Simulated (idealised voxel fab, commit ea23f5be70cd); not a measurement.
process module | voxel released beams
cross-section cut | 215 nm wide | cells 5 nm
A cross-section is a grid of square cells, given in bands from the top down. A band is one or more rows of cells.
Each band's line starts with the height of the band's top and of its bottom, in nm. Then come its materials from left to right, each with its width in nm. One material with "throughout" fills the band from edge to edge. "air" is empty space.
Height 0 is the level under which the wafer as received is all one material. The lowest band goes on downwards, as in "0 down".
A width such as "30 to 40" changes by the same amount from each row of cells to the next, from the band's top row to its bottom row.
"no change" after a step means that no cell of the cross-section changed.
closed voids: empty space of 8 cells or more with no open way to the top, each as width x height at its distance from the left edge, in nm
after a step's settings: what the simulator itself notes on the step
overlay nm, on a step with a mask: how far to the right of its planned place the mask lay; to the left if negative
plan
1 op RECEIVE | material Si
2 op CONFORMAL_DEP | material SiN | thk nm 10
3 op DIRECTIONAL_DEP | material SiO2 | thk nm 10
4 op DIRECTIONAL_DEP | material aC | thk nm 10
5 op PATTERN | tone open | mask id ANCHOR | material resist | width nm 35 | thk nm 25 | overlay nm 0
6 op DIRECTIONAL_ETCH | etch materials aC | depth nm 10
7 op STRIP | etch materials resist
8 op DIRECTIONAL_ETCH | etch materials SiO2 | depth nm 10
9 op STRIP | etch materials aC
10 op CONFORMAL_DEP | material polySi | thk nm 15
11 op DIRECTIONAL_DEP | material aC | thk nm 10
12 op PATTERN | tone cover | mask id BEAM | material resist | width nm 105 | thk nm 30 | overlay nm 0
13 op DIRECTIONAL_ETCH | etch materials aC | depth nm 10
14 op STRIP | etch materials resist
15 op DIRECTIONAL_ETCH | etch materials polySi | depth nm 15
16 op STRIP | etch materials aC
17 op STRIP | etch materials SiO2
as received, after step 1
  0 down: Si throughout
  closed voids: none
first wafer at the end, as planned
  35 to 25: air 50 | polySi 20 | air 5 | polySi 80 | air 60
  25 to 20: air 50 | polySi 105 | air 60
  20 to 10: air 55 | polySi 35 | air 125
  10 to 0: SiN throughout
  0 down: Si throughout
  closed voids: none
second wafer at the end: like start, like plan, one mistake
  25 to 15: air 50 | polySi 20 | air 5 | polySi 80 | air 60
  15 to 10: air 50 | polySi 105 | air 60
  10 to 0: air 55 | polySi 35 | air 125
  0 down: Si throughout
  closed voids: none
what went wrong: step 2 was left out
at the end the second wafer has, in cells: 86 fewer of SiN
